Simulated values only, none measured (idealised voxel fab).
process module | voxel plated lines
cross-section cut | 160 nm wide | cells 5 nm
A cross-section is a grid of square cells, given in bands from the top down. A band is one or more rows of cells.
Each band's line starts with the height of the band's top and of its bottom, in nm. Then come its materials from left to right, each with its width in nm. One material with "throughout" fills the band from edge to edge. "air" is empty space.
Height 0 is the level under which the wafer as received is all one material. The lowest band goes on downwards, as in "0 down".
A width such as "30 to 40" changes by the same amount from each row of cells to the next, from the band's top row to its bottom row.
"no change" after a step means that no cell of the cross-section changed.
closed voids: empty space of 8 cells or more with no open way to the top, each as width x height at its distance from the left edge, in nm
after a step's settings: what the simulator itself notes on the step
overlay nm, on a step with a mask: how far to the right of its planned place the mask lay; to the left if negative
plan
1 op RECEIVE | material Si
2 op CONFORMAL_DEP | material SiO2 | thk nm 5
3 op DIRECTIONAL_DEP | material TiN | thk nm 5
4 op PATTERN | tone open | mask id LINES | material resist | width nm 15 | pitch nm 30 | thk nm 25 | overlay nm 0
5 op EPI | material Ru | thk nm 5
6 op EPI | material Ru | thk nm 5
7 op STRIP | etch materials resist
8 op DIRECTIONAL_ETCH | etch materials TiN | depth nm 5
9 op CONFORMAL_DEP | material SiO2 | thk nm 5
as received, after step 1
  0 down: Si throughout
  closed voids: none
a wafer at the end: this start, this plan, one mistake
  25 to 20: air 50 | TiN 25 | air 5 | TiN 25 | air 55
  20 to 10: air 50 | TiN 5 | Ru 15 | TiN 5 | air 5 | TiN 5 | Ru 15 | TiN 5 | air 55
  10 to 5: TiN throughout
  5 to 0: SiO2 throughout
  0 down: Si throughout
  closed voids: none
what went wrong: step 9 ran as: op CONFORMAL_DEP | material TiN | thk nm 5
